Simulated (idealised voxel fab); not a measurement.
The process module presented herein is designated voxel transistor to metal.
This is section cut - it's 150 nm across, gridded in 5 nm square cells.
In what follows, cross-sections appear as grids of square cells, described through bands that run from the top down, where every band is one or more rows of cells.
First you get the band's top height and its bottom height, in nm, and then the materials it's made of, left to right, with each width in nm. If you see a single material with "edge to edge", that one covers the band edge to edge. "air" is empty space.
Beneath 0, the wafer as received is one material, and that level is where height counting begins. The lowest band goes on downward without a bottom; it is written like "0 and below".
Graded width ("30 to 40"): value in top row of band = first number; value in bottom row = second number; row-to-row change constant.
Step marked "identical to before"? Then no cell in the cross-section changed in it.
Entry "Closed void catalog" = empty spaces >= 8 cells with no open way to the top; each as width x height at distance, distance from left edge, all nm.
Formally, on a step line, whatever follows the settings is a remark that the simulator itself makes on the step.
"overlay nm" answers the question of how far to the right of plan the mask lay on a step that has a mask, and when it is negative the answer is to the left.

# Process steps foreseen in the plan
- 1: RECEIVE, material Si
- 2: OXIDIZE, depth nm 5
- 3: CONFORMAL_DEP, material SiN, thk nm 10
- 4: PATTERN, tone cover, mask id ACTIVE, material resist, width nm 120, thk nm 15, overlay nm 0
- 5: DIRECTIONAL_ETCH, etch materials SiN, depth nm 10
- 6: DIRECTIONAL_ETCH, etch materials SiO2, depth nm 5
- 7: DIRECTIONAL_ETCH, etch materials Si, depth nm 35
- 8: STRIP, etch materials resist
- 9: FILL_DEP, material SiO2, thk nm 10
- 10: CMP, height nm 10
- 11: SELECTIVE_ETCH, etch materials SiO2, depth nm 10
- 12: STRIP, etch materials SiN
- 13: SELECTIVE_ETCH, etch materials SiO2, depth nm 5
- 14: OXIDIZE, depth nm 5
- 15: DIRECTIONAL_DEP, material polySi, thk nm 20
- 16: DIRECTIONAL_DEP, material SiCN, thk nm 15
- 17: MASKED_ETCH, tone cover, mask id GATE, width nm 30, etch materials SiCN, depth nm 25, overlay nm 0
- 18: MASKED_ETCH, tone cover, mask id GATE, width nm 30, etch materials polySi, depth nm 30, overlay nm 0
- 19: CONFORMAL_DEP, material SiO2, thk nm 5
- 20: DIRECTIONAL_ETCH, etch materials SiO2, depth nm 5
- 21: CONFORMAL_DEP, material SiN, thk nm 10
- 22: DIRECTIONAL_ETCH, etch materials SiN, depth nm 10
- 23: DIRECTIONAL_ETCH, etch materials SiO2, depth nm 5
- 24: DIRECTIONAL_ETCH, etch materials Si, depth nm 5
- 25: EPI, material nSi, thk nm 5
- 26: FILL_DEP, material SiO2, thk nm 5
- 27: CMP, height nm 15
- 28: STRIP, etch materials polySi
- 29: SELECTIVE_ETCH, etch materials SiO2, depth nm 5
- 30: CONFORMAL_DEP, material HfO2, thk nm 5
- 31: CONFORMAL_DEP, material TiN, thk nm 5
- 32: FILL_DEP, material W, thk nm 5
- 33: CMP, height nm 10
- 34: DIRECTIONAL_DEP, material SiO2, thk nm 15
- 35: PATTERN, tone open, mask id CONTACT, material resist, width nm 20, pitch nm 90, thk nm 15, overlay nm 0
- 36: DIRECTIONAL_ETCH, etch materials SiO2, depth nm 35
- 37: STRIP, etch materials resist
- 38: CONFORMAL_DEP, material TiN, thk nm 5
- 39: FILL_DEP, material W, thk nm 10
- 40: CMP, height nm 25
- 41: CONFORMAL_DEP, material SiCN, thk nm 5
- 42: DIRECTIONAL_DEP, material lowk, thk nm 25
- 43: MASKED_ETCH, tone open, mask id METAL_1, width nm 20, pitch nm 90, etch materials lowk, depth nm 25, overlay nm 0
- 44: MASKED_ETCH, tone open, mask id METAL_1, width nm 20, pitch nm 90, etch materials SiCN, depth nm 5, overlay nm 0
- 45: CONFORMAL_DEP, material TiN, thk nm 5
- 46: FILL_DEP, material Cu, thk nm 10
- 47: CMP, height nm 55
- 48: CONFORMAL_DEP, material SiCN, thk nm 5
- 49: DIRECTIONAL_DEP, material lowk, thk nm 25
- 50: DIRECTIONAL_DEP, material aC, thk nm 10
- 51: PATTERN, tone open, mask id METAL_2, material resist, width nm 20, pitch nm 90, thk nm 30, overlay nm 0
- 52: DIRECTIONAL_ETCH, etch materials aC, depth nm 10
- 53: STRIP, etch materials resist
- 54: DIRECTIONAL_ETCH, etch materials lowk, depth nm 15
- 55: STRIP, etch materials aC
- 56: DIRECTIONAL_DEP, material aC, thk nm 15
- 57: PATTERN, tone open, mask id METAL_2_HOLES, material resist, width nm 15, pitch nm 90, thk nm 30, overlay nm 0
- 58: DIRECTIONAL_ETCH, etch materials aC, depth nm 15
- 59: STRIP, etch materials resist
- 60: DIRECTIONAL_ETCH, etch materials lowk, depth nm 10
- 61: DIRECTIONAL_ETCH, etch materials SiCN, depth nm 5
- 62: STRIP, etch materials aC
- 63: CONFORMAL_DEP, material TiN, thk nm 5
- 64: FILL_DEP, material Ru, thk nm 10
- 65: CMP, height nm 85
- 66: CONFORMAL_DEP, material SiN, thk nm 5
Wafer-to-wafer difference: thk nm, step 30. Common start. Plan = first wafer's value.

# Sectional view: first of several wafers, as received, after step 1
0 and below | Si edge to edge
Closed void catalog: none

# Per wafer, end of module: cells gained (+) or lost (-) per material since receipt, then closed voids
thk nm 5, +20 Cu, +14 HfO2, +14 Ru, -108 Si, +46 SiCN, +42 SiN, +144 SiO2, +98 TiN, +32 W, +224 lowk, +14 nSi, Closed void catalog: none
thk nm 10, +20 Cu, +24 HfO2, +14 Ru, -108 Si, +46 SiCN, +42 SiN, +144 SiO2, +94 TiN, +26 W, +224 lowk, +14 nSi, Closed void catalog: none
thk nm 15, +20 Cu, +30 HfO2, +14 Ru, -108 Si, +46 SiCN, +42 SiN, +144 SiO2, +90 TiN, +24 W, +224 lowk, +14 nSi, Closed void catalog: none
thk nm 20, +20 Cu, +32 HfO2, +14 Ru, -108 Si, +46 SiCN, +42 SiN, +144 SiO2, +88 TiN, +24 W, +224 lowk, +14 nSi, Closed void catalog: none
